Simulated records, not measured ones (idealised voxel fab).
You're looking at the process module voxel wiring stack.
FYI the section here is cut, 165 nm wide, cells are 5 nm squares.
Just so we're on the same page, the cross-sections are grids of square cells, and they're listed out in bands top to bottom, each band one or more rows deep. Heights first: top, then bottom, in nm. Then materials, left to right, each with a width in nm. "full width" on a single material: fills the band edge to edge. "blank": empty space. Height datum 0, below which the as-received substrate wafer is one material. Lowest band open at the bottom, running downward: "top 0, no bottom". Top row gets the first number, bottom row gets the second, and each row in between changes by the same step: that is how a band width like "30 to 40" works. "left unchanged" for a step: no cell of the cross-section changed in that step. Closed-off voids of 8+ cells (no open route to the top) go in "Entrapped voids", written width x height at distance from the left edge, in nm. Read whatever lies past the settings on a step's line as the simulator's own remark about the step. overlay nm: mask offset rightward from planned place, masked step; negative means leftward offset.
The following list gives the planned process steps:
1. op RECEIVE | material Si
2. op CONFORMAL_DEP | material SiO2 | thk nm 10
3. op CONFORMAL_DEP | material SiCN | thk nm 5
4. op DIRECTIONAL_DEP | material lowk | thk nm 25
5. op PATTERN | tone open | mask id METAL_1 | material resist | width nm 20 | pitch nm 45 | thk nm 20 | overlay nm 0
6. op DIRECTIONAL_ETCH | etch materials lowk | depth nm 25
7. op DIRECTIONAL_ETCH | etch materials SiCN | depth nm 5
8. op STRIP | etch materials resist
9. op CONFORMAL_DEP | material TiN | thk nm 5
10. op FILL_DEP | material Ru | thk nm 5
11. op CMP | height nm 40
12. op EPI | material Ru | thk nm 5
13. op FILL_DEP | material SiCN | thk nm 5
14. op DIRECTIONAL_DEP | material SiO2 | thk nm 35
15. op MASKED_ETCH | tone open | mask id METAL_2_HOLES | width nm 15 | pitch nm 45 | etch materials SiO2 | depth nm 35 | overlay nm 0
16. op MASKED_ETCH | tone open | mask id METAL_2 | width nm 20 | pitch nm 45 | etch materials SiO2 | depth nm 20 | overlay nm 0
17. op MASKED_ETCH | tone open | mask id METAL_2 | width nm 20 | pitch nm 45 | etch materials SiCN | depth nm 5 | overlay nm 0
18. op CONFORMAL_DEP | material TiN | thk nm 5
19. op FILL_DEP | material Cu | thk nm 10
20. op CMP | height nm 85
21. op CONFORMAL_DEP | material SiN | thk nm 5
The first of the two wafers, which ran as planned:
Received-state cross-section, reflecting completion of step 1:
  top 0, no bottom: Si full width
  Entrapped voids: none
Upon completion of step 2, the wafer appears in cross-section as shown:
  top 10, bottom 0: SiO2 full width
  Below 0 it's all the same as before, nothing changed down there.
Upon completion of step 3, the wafer appears in cross-section as shown:
  top 15, bottom 10: SiCN full width
  Below 10 it's all the same as before, nothing changed down there.
Upon completion of step 4, the wafer appears in cross-section as shown:
  top 40, bottom 15: lowk full width
  Below 15 it's all the same as before, nothing changed down there.
Upon completion of step 5, the wafer appears in cross-section as shown:
  top 60, bottom 40: resist=50  blank=20  resist=25  blank=20  resist=50
  Below 40 it's all the same as before, nothing changed down there.
Upon completion of step 6, the wafer appears in cross-section as shown:
  top 60, bottom 40: resist=50  blank=20  resist=25  blank=20  resist=50
  top 40, bottom 15: lowk=50  blank=20  lowk=25  blank=20  lowk=50
  Below 15 it's all the same as before, nothing changed down there.
Upon completion of step 7, the wafer appears in cross-section as shown:
  top 60, bottom 40: resist=50  blank=20  resist=25  blank=20  resist=50
  top 40, bottom 15: lowk=50  blank=20  lowk=25  blank=20  lowk=50
  top 15, bottom 10: SiCN=50  blank=20  SiCN=25  blank=20  SiCN=50
  Below 10 it's all the same as before, nothing changed down there.
Upon completion of step 8, the wafer appears in cross-section as shown:
  top 40, bottom 15: lowk=50  blank=20  lowk=25  blank=20  lowk=50
  Below 15 it's all the same as before, nothing changed down there.
Upon completion of step 9, the wafer appears in cross-section as shown:
  top 45, bottom 40: TiN=55  blank=10  TiN=35  blank=10  TiN=55
  top 40, bottom 15: lowk=50  TiN=5  blank=10  TiN=5  lowk=25  TiN=5  blank=10  TiN=5  lowk=50
  top 15, bottom 10: SiCN=50  TiN=20  SiCN=25  TiN=20  SiCN=50
  Below 10 it's all the same as before, nothing changed down there.
Upon completion of step 10, the wafer appears in cross-section as shown:
  top 50, bottom 45: Ru full width
  top 45, bottom 40: TiN=55  Ru=10  TiN=35  Ru=10  TiN=55
  top 40, bottom 15: lowk=50  TiN=5  Ru=10  TiN=5  lowk=25  TiN=5  Ru=10  TiN=5  lowk=50
  Below 15 it's all the same as before, nothing changed down there.
Upon completion of step 11, the wafer appears in cross-section as shown:
  top 40, bottom 15: lowk=50  TiN=5  Ru=10  TiN=5  lowk=25  TiN=5  Ru=10  TiN=5  lowk=50
  Below 15 it's all the same as before, nothing changed down there.
Upon completion of step 12, the wafer appears in cross-section as shown:
  top 45, bottom 40: blank=45  Ru=30  blank=15  Ru=30  blank=45
  Below 40 it's all the same as before, nothing changed down there.
Upon completion of step 13, the wafer appears in cross-section as shown:
  top 50, bottom 45: SiCN full width
  top 45, bottom 40: SiCN=45  Ru=30  SiCN=15  Ru=30  SiCN=45
  Below 40 it's all the same as before, nothing changed down there.
Upon completion of step 14, the wafer appears in cross-section as shown:
  top 85, bottom 50: SiO2 full width
  Below 50 it's all the same as before, nothing changed down there.
Upon completion of step 15, the wafer appears in cross-section as shown:
  top 85, bottom 50: SiO2=50  blank=15  SiO2=30  blank=15  SiO2=55
  Below 50 it's all the same as before, nothing changed down there.
Upon completion of step 16, the wafer appears in cross-section as shown:
  top 85, bottom 65: SiO2=50  blank=20  SiO2=25  blank=20  SiO2=50
  Below 65 it's all the same as before, nothing changed down there.
Upon completion of step 17, the wafer appears in cross-section as shown:
  top 85, bottom 65: SiO2=50  blank=20  SiO2=25  blank=20  SiO2=50
  top 65, bottom 50: SiO2=50  blank=15  SiO2=30  blank=15  SiO2=55
  top 50, bottom 45: SiCN=50  blank=15  SiCN=30  blank=15  SiCN=55
  Below 45 it's all the same as before, nothing changed down there.
Upon completion of step 18, the wafer appears in cross-section as shown:
  top 90, bottom 85: TiN=55  blank=10  TiN=35  blank=10  TiN=55
  top 85, bottom 70: SiO2=50  TiN=5  blank=10  TiN=5  SiO2=25  TiN=5  blank=10  TiN=5  SiO2=50
  top 70, bottom 65: SiO2=50  TiN=5  blank=5  TiN=10  SiO2=25  TiN=5  blank=5  TiN=10  SiO2=50
  top 65, bottom 50: SiO2=50  TiN=5  blank=5  TiN=5  SiO2=30  TiN=5  blank=5  TiN=5  SiO2=55
  top 50, bottom 45: SiCN=50  TiN=15  SiCN=30  TiN=15  SiCN=55
  Below 45 it's all the same as before, nothing changed down there.
Upon completion of step 19, the wafer appears in cross-section as shown:
  top 100, bottom 90: Cu full width
  top 90, bottom 85: TiN=55  Cu=10  TiN=35  Cu=10  TiN=55
  top 85, bottom 70: SiO2=50  TiN=5  Cu=10  TiN=5  SiO2=25  TiN=5  Cu=10  TiN=5  SiO2=50
  top 70, bottom 65: SiO2=50  TiN=5  Cu=5  TiN=10  SiO2=25  TiN=5  Cu=5  TiN=10  SiO2=50
  top 65, bottom 50: SiO2=50  TiN=5  Cu=5  TiN=5  SiO2=30  TiN=5  Cu=5  TiN=5  SiO2=55
  Below 50 it's all the same as before, nothing changed down there.
Upon completion of step 20, the wafer appears in cross-section as shown:
  top 85, bottom 70: SiO2=50  TiN=5  Cu=10  TiN=5  SiO2=25  TiN=5  Cu=10  TiN=5  SiO2=50
  Below 70 it's all the same as before, nothing changed down there.
Upon completion of step 21, the wafer appears in cross-section as shown:
  top 90, bottom 85: SiN full width
  Below 85 it's all the same as before, nothing changed down there.
Now the other wafer: same start, same recipe, but we messed up one thing when running it. Up to and including step 2 it's the same as the first one:
Cross-section of the second wafer when, according to plan, step 3 should have finished: left unchanged
Cross-section of the second wafer when, according to plan, step 4 should have finished:
  top 35, bottom 10: lowk full width
  Below 10 it's all the same as before, nothing changed down there.
Cross-section of the second wafer when, according to plan, step 5 should have finished:
  top 55, bottom 35: resist=50  blank=20  resist=25  blank=20  resist=50
  Below 35 it's all the same as before, nothing changed down there.
Cross-section of the second wafer when, according to plan, step 6 should have finished:
  top 55, bottom 35: resist=50  blank=20  resist=25  blank=20  resist=50
  top 35, bottom 10: lowk=50  blank=20  lowk=25  blank=20  lowk=50
  Below 10 it's all the same as before, nothing changed down there.
Cross-section of the second wafer when, according to plan, step 7 should have finished: left unchanged
Cross-section of the second wafer when, according to plan, step 8 should have finished:
  top 35, bottom 10: lowk=50  blank=20  lowk=25  blank=20  lowk=50
  Below 10 it's all the same as before, nothing changed down there.
Cross-section of the second wafer when, according to plan, step 9 should have finished:
  top 40, bottom 35: TiN=55  blank=10  TiN=35  blank=10  TiN=55
  top 35, bottom 15: lowk=50  TiN=5  blank=10  TiN=5  lowk=25  TiN=5  blank=10  TiN=5  lowk=50
  top 15, bottom 10: lowk=50  TiN=20  lowk=25  TiN=20  lowk=50
  Below 10 it's all the same as before, nothing changed down there.
Cross-section of the second wafer when, according to plan, step 10 should have finished:
  top 45, bottom 40: Ru full width
  top 40, bottom 35: TiN=55  Ru=10  TiN=35  Ru=10  TiN=55
  top 35, bottom 15: lowk=50  TiN=5  Ru=10  TiN=5  lowk=25  TiN=5  Ru=10  TiN=5  lowk=50
  Below 15 it's all the same as before, nothing changed down there.
Cross-section of the second wafer when, according to plan, step 11 should have finished:
  top 40, bottom 35: TiN=55  Ru=10  TiN=35  Ru=10  TiN=55
  Below 35 it's all the same as before, nothing changed down there.
Cross-section of the second wafer when, according to plan, step 12 should have finished:
  top 45, bottom 40: Ru full width
  Below 40 it's all the same as before, nothing changed down there.
Cross-section of the second wafer when, according to plan, step 13 should have finished:
  top 50, bottom 45: SiCN full width
  Below 45 it's all the same as before, nothing changed down there.
Cross-section of the second wafer when, according to plan, step 14 should have finished:
  top 85, bottom 50: SiO2 full width
  Below 50 it's all the same as before, nothing changed down there.
Cross-section of the second wafer when, according to plan, step 15 should have finished:
  top 85, bottom 50: SiO2=50  blank=15  SiO2=30  blank=15  SiO2=55
  Below 50 it's all the same as before, nothing changed down there.
Cross-section of the second wafer when, according to plan, step 16 should have finished:
  top 85, bottom 65: SiO2=50  blank=20  SiO2=25  blank=20  SiO2=50
  Below 65 it's all the same as before, nothing changed down there.
Cross-section of the second wafer when, according to plan, step 17 should have finished:
  top 85, bottom 65: SiO2=50  blank=20  SiO2=25  blank=20  SiO2=50
  top 65, bottom 50: SiO2=50  blank=15  SiO2=30  blank=15  SiO2=55
  top 50, bottom 45: SiCN=50  blank=15  SiCN=30  blank=15  SiCN=55
  Below 45 it's all the same as before, nothing changed down there.
Cross-section of the second wafer when, according to plan, step 18 should have finished:
  top 90, bottom 85: TiN=55  blank=10  TiN=35  blank=10  TiN=55
  top 85, bottom 70: SiO2=50  TiN=5  blank=10  TiN=5  SiO2=25  TiN=5  blank=10  TiN=5  SiO2=50
  top 70, bottom 65: SiO2=50  TiN=5  blank=5  TiN=10  SiO2=25  TiN=5  blank=5  TiN=10  SiO2=50
  top 65, bottom 50: SiO2=50  TiN=5  blank=5  TiN=5  SiO2=30  TiN=5  blank=5  TiN=5  SiO2=55
  top 50, bottom 45: SiCN=50  TiN=15  SiCN=30  TiN=15  SiCN=55
  Below 45 it's all the same as before, nothing changed down there.
Cross-section of the second wafer when, according to plan, step 19 should have finished:
  top 100, bottom 90: Cu full width
  top 90, bottom 85: TiN=55  Cu=10  TiN=35  Cu=10  TiN=55
  top 85, bottom 70: SiO2=50  TiN=5  Cu=10  TiN=5  SiO2=25  TiN=5  Cu=10  TiN=5  SiO2=50
  top 70, bottom 65: SiO2=50  TiN=5  Cu=5  TiN=10  SiO2=25  TiN=5  Cu=5  TiN=10  SiO2=50
  top 65, bottom 50: SiO2=50  TiN=5  Cu=5  TiN=5  SiO2=30  TiN=5  Cu=5  TiN=5  SiO2=55
  Below 50 it's all the same as before, nothing changed down there.
Cross-section of the second wafer when, according to plan, step 20 should have finished:
  top 85, bottom 70: SiO2=50  TiN=5  Cu=10  TiN=5  SiO2=25  TiN=5  Cu=10  TiN=5  SiO2=50
  Below 70 it's all the same as before, nothing changed down there.
Cross-section of the second wafer when, according to plan, step 21 should have finished:
  top 90, bottom 85: SiN full width
  Below 85 it's all the same as before, nothing changed down there.
Finding, execution versus plan: skipped: plan step 3 (never run)
Upon completion, the second wafer contains, in terms of cells, a greater or smaller amount of certain materials than the first wafer: 21 more of Ru | 46 fewer of SiCN | 25 more of TiN
